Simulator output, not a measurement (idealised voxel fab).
voxel capacitor over wiring: a process module
Xsec cut, 145 nm wide, square cell size 5 nm.
A cross-section is a grid of square cells, given in bands from the top down. A band is one or more rows of cells.
Basically the band line says how high the top is and how high the bottom is, in nm, and then what's in it from left to right, every material with its width in nm. Empty space shows up as "blank", and if a single material carries "full width" it runs the full band edge to edge.
Height reference: 0 = level under which incoming wafer is all one material. Lowest band: no bottom, runs on downward, e.g. "0 -> down".
A width such as "30->40" changes by the same amount from each row of cells to the next, from the band's top row to its bottom row.
Where the words "all unchanged" appear for a step, the cross-section shows no cell changed by that step; every cell remained as before.
Reported under the label "Voids, sealed" are the empty spaces having no open way to the top and comprising 8 cells or more; the notation for each is width x height at distance, in which the distance is measured from the left edge and all three values are in nm.
The remark found on a step's line after its settings is issued by the simulator itself and pertains to that step.
overlay nm, on a step with a mask: how far to the right of its planned place the mask lay; to the left if negative
[Process steps - plan]
step 1: RECEIVE with material Si
step 2: CONFORMAL_DEP with material SiO2, thk nm 15
step 3: DIRECTIONAL_DEP with material TiN, thk nm 5
step 4: DIRECTIONAL_DEP with material W, thk nm 15
step 5: DIRECTIONAL_DEP with material aC, thk nm 10
step 6: PATTERN with tone cover, mask id METAL_1, material resist, width nm 30, pitch nm 85, thk nm 30, overlay nm 0
step 7: DIRECTIONAL_ETCH with etch materials aC, depth nm 10
step 8: STRIP with etch materials resist
step 9: DIRECTIONAL_ETCH with etch materials W, depth nm 15
step 10: DIRECTIONAL_ETCH with etch materials TiN, depth nm 5
step 11: STRIP with etch materials aC
step 12: FILL_DEP with material lowk, thk nm 5
step 13: CMP with height nm 35
step 14: CONFORMAL_DEP with material SiCN, thk nm 5
step 15: DIRECTIONAL_DEP with material lowk, thk nm 20
step 16: PATTERN with tone open, mask id PLUG_1, material resist, width nm 15, thk nm 15, overlay nm 0
step 17: DIRECTIONAL_ETCH with etch materials lowk, depth nm 20
step 18: DIRECTIONAL_ETCH with etch materials SiCN, depth nm 5
step 19: STRIP with etch materials resist
step 20: EPI with material Ru, thk nm 10
step 21: EPI with material Ru, thk nm 10
step 22: EPI with material Ru, thk nm 5
step 23: DIRECTIONAL_DEP with material TiN, thk nm 5
step 24: DIRECTIONAL_DEP with material HfO2, thk nm 5
step 25: DIRECTIONAL_DEP with material TiN, thk nm 10
step 26: MASKED_ETCH with tone cover, mask id UPPER_PLATE, width nm 60, etch materials TiN, depth nm 10, overlay nm 0
step 27: MASKED_ETCH with tone cover, mask id UPPER_PLATE, width nm 60, etch materials HfO2, depth nm 5, overlay nm 0
step 28: DIRECTIONAL_DEP with material aC, thk nm 15
step 29: PATTERN with tone cover, mask id LOWER_PLATE, material resist, width nm 70, thk nm 30, overlay nm 0
step 30: DIRECTIONAL_ETCH with etch materials aC, depth nm 15
step 31: STRIP with etch materials resist
step 32: DIRECTIONAL_ETCH with etch materials TiN, depth nm 5
step 33: STRIP with etch materials aC
step 34: FILL_DEP with material SiO2, thk nm 20
step 35: CMP with height nm 95
step 36: DIRECTIONAL_DEP with material aC, thk nm 15
step 37: PATTERN with tone open, mask id PLUG_2, material resist, width nm 15, thk nm 30, overlay nm 0
step 38: DIRECTIONAL_ETCH with etch materials aC, depth nm 15
step 39: STRIP with etch materials resist
step 40: DIRECTIONAL_ETCH with etch materials SiO2, depth nm 15
step 41: STRIP with etch materials aC
step 42: CONFORMAL_DEP with material TiN, thk nm 5
step 43: FILL_DEP with material Ru, thk nm 5
step 44: CMP with height nm 95
step 45: CONFORMAL_DEP with material SiCN, thk nm 5
[Here's what the wafer looked like in cross-section when it arrived - that's after step 1]
    0 -> down: Si full width
    Voids, sealed: none
[Wafer cross-section at end of module: start and plan as shown above, one execution error]
    100 -> 95: SiCN full width
    95 -> 85: SiO2: 40, TiN: 5, Ru: 5, TiN: 5, SiO2: 90
    85 -> 80: SiO2: 40, TiN: 15, SiO2: 90
    80 -> 75: SiO2: 30, HfO2: 60, SiO2: 55
    75 -> 70: SiO2: 25, TiN: 70, SiO2: 50
    70 -> 60: TiN full width
    60 -> 40: lowk: 30, Ru: 15, lowk: 100
    40 -> 35: SiCN: 30, Ru: 15, SiCN: 100
    35 -> 20: lowk: 15, W: 30, lowk: 55, W: 30, lowk: 15
    20 -> 15: lowk: 15, TiN: 30, lowk: 55, TiN: 30, lowk: 15
    15 -> 0: SiO2 full width
    0 -> down: Si full width
    Voids, sealed: none
What went wrong in running the wafer? a sequencing error occurred in which plan steps 24 and 25 were transposed
